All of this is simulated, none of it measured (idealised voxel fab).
Process module under the name voxel air gaps
The width of the displayed cross-section, cut, is 200 nm; its cells are square, with a size of 5 nm.
Bands, listed from the top down, are how a cross-section gets written in this document; the cross-section itself is a grid of square cells, and a band is one or more rows of them. What a band's entry tells you: where the top is and where the bottom is, as heights in nm, and after that what lies inside, material by material from left to right, each with its width in nm. Empty space is written as the word "air", and a single material marked with the word "full width" occupies the band from edge to edge. Heads up on the height convention: 0 is the point under which the incoming wafer is all one material, and the lowest band has no bottom, it just keeps going down, like "0..down". Width: "30->40" (first number = top row, second number = bottom row, same change from row to row of cells). Any step labelled "no change" changed none of the cells in the cross-section. Closed empty spaces (no open way to the top) of 8 cells or more are what "Enclosed cavities" lists, each as width x height at distance from the left edge, nm for all three. Past the settings on a step's line: simulator remark, on that step. overlay nm: mask offset rightward from planned place, masked step; negative means leftward offset.

# Planned step list for the process
1: RECEIVE,material Si
2: CONFORMAL_DEP,material SiO2,thk nm 15
3: CONFORMAL_DEP,material SiN,thk nm 5
4: DIRECTIONAL_DEP,material SiO2,thk nm 35
5: DIRECTIONAL_DEP,material aC,thk nm 15
6: PATTERN,tone open,mask id LINES,material resist,width nm 15,pitch nm 40,thk nm 35,overlay nm 0
7: DIRECTIONAL_ETCH,etch materials aC,depth nm 15
8: STRIP,etch materials resist
9: DIRECTIONAL_ETCH,etch materials SiO2,depth nm 35
10: STRIP,etch materials aC
11: CONFORMAL_DEP,material TiN,thk nm 5
12: FILL_DEP,material W,thk nm 5
13: CMP,height nm 55
14: EPI,material Ru,thk nm 10
15: SELECTIVE_ETCH,etch materials SiO2,depth nm 45
16: CONFORMAL_DEP,material SiCN,thk nm 5
Variable across wafers: step 6 width nm (plan value is that of the first wafer; starting state common to all).

# The as-received cross-section of the first of several wafers corresponds to the state after step 1
  0..down  Si full width
  Enclosed cavities: none

# So in this table every wafer gets its own row, and what you see is where it stands at the end of the module: for each material, how many cells it picked up (+) or gave up (-) since we received it, and after that its closed voids
width nm 15; +42 Ru; +110 SiCN; +40 SiN; +120 SiO2; +45 TiN; +18 W; Enclosed cavities: 15 x 25 at 70; 15 x 25 at 110
width nm 20; +48 Ru; +66 SiCN; +40 SiN; +176 SiO2; +48 TiN; +36 W; Enclosed cavities: none
width nm 25; +50 Ru; +66 SiCN; +40 SiN; +162 SiO2; +51 TiN; +54 W; Enclosed cavities: none
